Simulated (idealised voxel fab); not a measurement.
The process module presented herein is designated voxel tone inversion.
Cross-section cut: width 240 nm, square cells of 5 nm.
If you're reading a cross-section in this doc, picture square cells in a grid; it comes to you as bands, top ones listed first down to the bottom, and a band can be one or more rows of cells. Heads up on the band format: heights come first, top then bottom, in nm. After that it's the materials left to right, each with its width in nm. A single material flagged "throughout" fills the whole band edge to edge, and "empty" means there's empty space there. We count height from 0. Below that, the starting wafer is all one material. The lowest band never ends at the bottom but goes on down; see "0..down" for how that is written. Width spec "30->40" -> top row of cells at first value, bottom row at second value, equal per-row change in between. The designation "no alteration", where it is given for a processing step, indicates that no cell of the cross-section was altered in the course of that step. "Enclosed void catalog" lists enclosed empty spaces (at least 8 cells, no open path upward to the top), each as width x height at distance from the left edge, in nm. Step line, after settings: the simulator's comment on this step. overlay nm: right-of-plan distance of the mask on a masked step; negative values mean left-of-plan.
### Steps in the process plan
1) op RECEIVE | material Si
2) op CONFORMAL_DEP | material SiCN | thk nm 10
3) op DIRECTIONAL_DEP | material aC | thk nm 20
4) op PATTERN | tone cover | mask id POSTS | material resist | width nm 20 | pitch nm 45 | thk nm 25 | overlay nm 0
5) op DIRECTIONAL_ETCH | etch materials aC | depth nm 20
6) op STRIP | etch materials resist
7) op FILL_DEP | material SiO2 | thk nm 10
8) op CMP | height nm 30
9) op STRIP | etch materials aC
10) op CONFORMAL_DEP | material TiN | thk nm 5
11) op FILL_DEP | material Cu | thk nm 10
12) op CMP | height nm 30
13) op CONFORMAL_DEP | material SiCN | thk nm 5
### Cross-section of the wafer upon arrival, representing the state reached after step 1
0..down | Si throughout
Enclosed void catalog: none
### The following cross-section depicts the wafer upon conclusion of the module. Processing commenced from the starting condition illustrated above and adhered to the plan illustrated above, save for one mistake in execution
35..30 | SiCN throughout
30..15 | SiO2=85; TiN=5; Cu=10; TiN=5; SiO2=25; TiN=5; Cu=10; TiN=5; SiO2=90
15..10 | SiO2=85; TiN=20; SiO2=25; TiN=20; SiO2=90
10..0 | Cu throughout
0..down | Si throughout
Enclosed void catalog: none
Plan not followed: in deviation from the planned setting, step 2 was conducted as op CONFORMAL_DEP | material Cu | thk nm 10
